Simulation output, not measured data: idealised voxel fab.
Module name: voxel gate over fins (process module)
Shown is cross-section cut, with a width of 250 nm and square cells of size 5 nm.
Notation: cross-section as square-cell grid; stated in bands, top first, going down; one or more cell rows per band.
Each band's line starts with the height of the band's top and of its bottom, in nm. Then come its materials from left to right, each with its width in nm. One material with "edge to edge" fills the band from edge to edge. "air" is empty space.
The reference from which all heights are counted is 0, the level beneath which the as-received wafer is entirely one material; the lowest band, having no lower bound, proceeds downward and is written after the example "0 and below".
The width entry "30..40" should be interpreted row by row: the top row of cells in the band takes the first number, the bottom row takes the second number, and the change between adjacent rows is uniform throughout.
Any step labelled "no alteration" changed none of the cells in the cross-section.
Closed-off voids of 8+ cells (no open route to the top) go in "Unvented internal voids", written width x height at distance from the left edge, in nm.
Whatever follows a step's settings on its line is a remark the simulator itself makes about that step.
overlay nm: mask right of planned place by this much (step with mask). Neg. = left.
These are the steps we planned for the process:
step 1: op RECEIVE | material Si
step 2: op CONFORMAL_DEP | material SiN | thk nm 10
step 3: op DIRECTIONAL_DEP | material aC | thk nm 10
step 4: op PATTERN | tone cover | mask id FINS | material resist | width nm 15 | pitch nm 50 | thk nm 25 | overlay nm 0
step 5: op DIRECTIONAL_ETCH | etch materials aC | depth nm 10
step 6: op STRIP | etch materials resist
step 7: op DIRECTIONAL_ETCH | etch materials SiN | depth nm 10
step 8: op DIRECTIONAL_ETCH | etch materials Si | depth nm 35
step 9: op STRIP | etch materials aC
step 10: op FILL_DEP | material SiO2 | thk nm 5
step 11: op CMP | height nm 10
step 12: op MASKED_ETCH | tone open | mask id RAIL | width nm 15 | etch materials SiO2 | depth nm 40 | overlay nm 0
step 13: op CONFORMAL_DEP | material TiN | thk nm 5
step 14: op FILL_DEP | material Ru | thk nm 10
step 15: op CMP | height nm 10
step 16: op SELECTIVE_ETCH | etch materials W Ru TiN | depth nm 35
step 17: op FILL_DEP | material SiO2 | thk nm 5
step 18: op CMP | height nm 10
step 19: op SELECTIVE_ETCH | etch materials SiO2 | depth nm 25
step 20: op STRIP | etch materials SiN
step 21: op CONFORMAL_DEP | material HfO2 | thk nm 5
step 22: op CONFORMAL_DEP | material TiN | thk nm 5
step 23: op CONFORMAL_DEP | material TiAl | thk nm 5
step 24: op CONFORMAL_DEP | material TiN | thk nm 5
step 25: op FILL_DEP | material W | thk nm 10
step 26: op CMP | height nm 25
step 27: op CONFORMAL_DEP | material SiCN | thk nm 5
The cross-section here shows the wafer as received, i.e. in its state after step 1:
    0 and below | Si edge to edge
    Unvented internal voids: none
Wafer cross-section at end of module: start and plan as shown above, one execution error:
    30 down to 25 | SiCN edge to edge
    25 down to 20 | W edge to edge
    20 down to 15 | W 70 nm / TiN 105 nm / W 75 nm
    15 down to 10 | W 70 nm / TiN 5 nm / TiAl 45 nm / TiN 5 nm / TiAl 45 nm / TiN 5 nm / W 75 nm
    10 down to 5 | W 70 nm / TiN 5 nm / TiAl 5 nm / TiN 35 nm / TiAl 5 nm / TiN 5 nm / TiAl 5 nm / TiN 35 nm / TiAl 5 nm / TiN 5 nm / W 75 nm
    5 down to 0 | TiN 75 nm / TiAl 5 nm / TiN 5 nm / HfO2 25 nm / TiN 5 nm / TiAl 5 nm / TiN 5 nm / TiAl 5 nm / TiN 5 nm / HfO2 25 nm / TiN 5 nm / TiAl 5 nm / TiN 80 nm
    0 down to -5 | TiAl 80 nm / TiN 5 nm / HfO2 5 nm / Si 15 nm / HfO2 5 nm / TiN 5 nm / TiAl 15 nm / TiN 5 nm / HfO2 5 nm / Si 15 nm / HfO2 5 nm / TiN 5 nm / TiAl 85 nm
    -5 down to -10 | TiN 85 nm / HfO2 5 nm / Si 15 nm / HfO2 5 nm / TiN 25 nm / HfO2 5 nm / Si 15 nm / HfO2 5 nm / TiN 90 nm
    -10 down to -15 | HfO2 90 nm / Si 15 nm / HfO2 35 nm / Si 15 nm / HfO2 95 nm
    -15 down to -25 | SiO2 90 nm / Si 15 nm / SiO2 35 nm / Si 15 nm / SiO2 95 nm
    -25 and below | Si edge to edge
    Unvented internal voids: none
In executing the process, a mistake was made relative to the plan: planned and actual differ for step 8; actual: op DIRECTIONAL_ETCH | etch materials Si | depth nm 25
